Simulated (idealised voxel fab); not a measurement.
Title: Process Module voxel gate over fins
Pictured: cross-section cut, 245 nm wide, on a grid of 5 nm square cells.
A cross-section in this document is a grid of square cells, and it is written down as bands, the top band listed before the ones below it; a band is made up of one or more rows of cells.
The entry gives the band's vertical extent as a top height and a bottom height in nm, then its horizontal make-up as materials from left to right, each with a width in nm. "blank" stands for empty space; a single material marked "all across" fills the band edge to edge.
Counting heights begins at 0, where everything beneath is, in the wafer as received, one material. The lowest band has no bottom; it goes on downwards, as "0..down" shows.
A width given as "30->40" starts at the first number in the band's top row and ends at the second number in its bottom row, shifting by an equal amount at every step from row to row.
Any step labelled "nothing got changed" changed none of the cells in the cross-section.
Entry "Closed empty spaces" = empty spaces >= 8 cells with no open way to the top; each as width x height at distance, distance from left edge, all nm.
Past the settings on a step's line: simulator remark, on that step.
The setting "overlay nm" may be written on the line of a step. When the step uses a mask, the value reports how far to the right of the planned place the mask lay, and a negative value reports that it lay to the left.

### The following list gives the planned process steps
1. RECEIVE [material Si]
2. CONFORMAL_DEP [material SiN] [thk nm 5]
3. PATTERN [tone cover] [mask id FINS] [material resist] [width nm 15] [pitch nm 45] [thk nm 20] [overlay nm 0]
4. DIRECTIONAL_ETCH [etch materials SiN] [depth nm 5]
5. DIRECTIONAL_ETCH [etch materials Si] [depth nm 40]
6. STRIP [etch materials resist]
7. FILL_DEP [material SiO2] [thk nm 10]
8. CMP [height nm 5]
9. SELECTIVE_ETCH [etch materials SiO2] [depth nm 20]
10. STRIP [etch materials SiN]
11. CONFORMAL_DEP [material HfO2] [thk nm 5]
12. CONFORMAL_DEP [material TiN] [thk nm 5]
13. CONFORMAL_DEP [material TiAl] [thk nm 5]
14. CONFORMAL_DEP [material TiN] [thk nm 5]
15. FILL_DEP [material W] [thk nm 10]
16. CMP [height nm 25]
17. CONFORMAL_DEP [material SiN] [thk nm 10]

### Cross-section of the incoming wafer, state after step 1
	0..down | Si all across
	Closed empty spaces: none

### Below is the wafer in cross-section after the module was completed. It began from the starting point shown above and followed the plan shown above, except that one mistake was made while running it
	35..25 | SiN all across
	25..20 | W all across
	20..15 | 25 W  195 TiN  25 W
	15..10 | 25 W  5 TiN  185 TiAl  5 TiN  25 W
	10..5 | 25 W  5 TiN  5 TiAl  40 TiN  5 TiAl  40 TiN  5 TiAl  40 TiN  5 TiAl  40 TiN  5 TiAl  5 TiN  25 W
	5..0 | 30 TiN  5 TiAl  5 TiN  30 HfO2  5 TiN  5 TiAl  5 TiN  30 HfO2  5 TiN  5 TiAl  5 TiN  30 HfO2  5 TiN  5 TiAl  5 TiN  30 HfO2  5 TiN  5 TiAl  30 TiN
	0..-5 | 35 TiAl  5 TiN  5 HfO2  20 Si  5 HfO2  5 TiN  5 TiAl  5 TiN  5 HfO2  20 Si  5 HfO2  5 TiN  5 TiAl  5 TiN  5 HfO2  20 Si  5 HfO2  5 TiN  5 TiAl  5 TiN  5 HfO2  20 Si  5 HfO2  5 TiN  35 TiAl
	-5..-10 | 40 TiN  5 HfO2  20 Si  5 HfO2  15 TiN  5 HfO2  20 Si  5 HfO2  15 TiN  5 HfO2  20 Si  5 HfO2  15 TiN  5 HfO2  20 Si  5 HfO2  40 TiN
	-10..-15 | 45 HfO2  20 Si  25 HfO2  20 Si  25 HfO2  20 Si  25 HfO2  20 Si  45 HfO2
	-15..-40 | 45 SiO2  20 Si  25 SiO2  20 Si  25 SiO2  20 Si  25 SiO2  20 Si  45 SiO2
	-40..down | Si all across
	Closed empty spaces: none
Error vs. plan: step 3 did not use the planned setting and instead ran as PATTERN [tone cover] [mask id FINS] [material resist] [width nm 20] [pitch nm 45] [thk nm 20] [overlay nm 0]
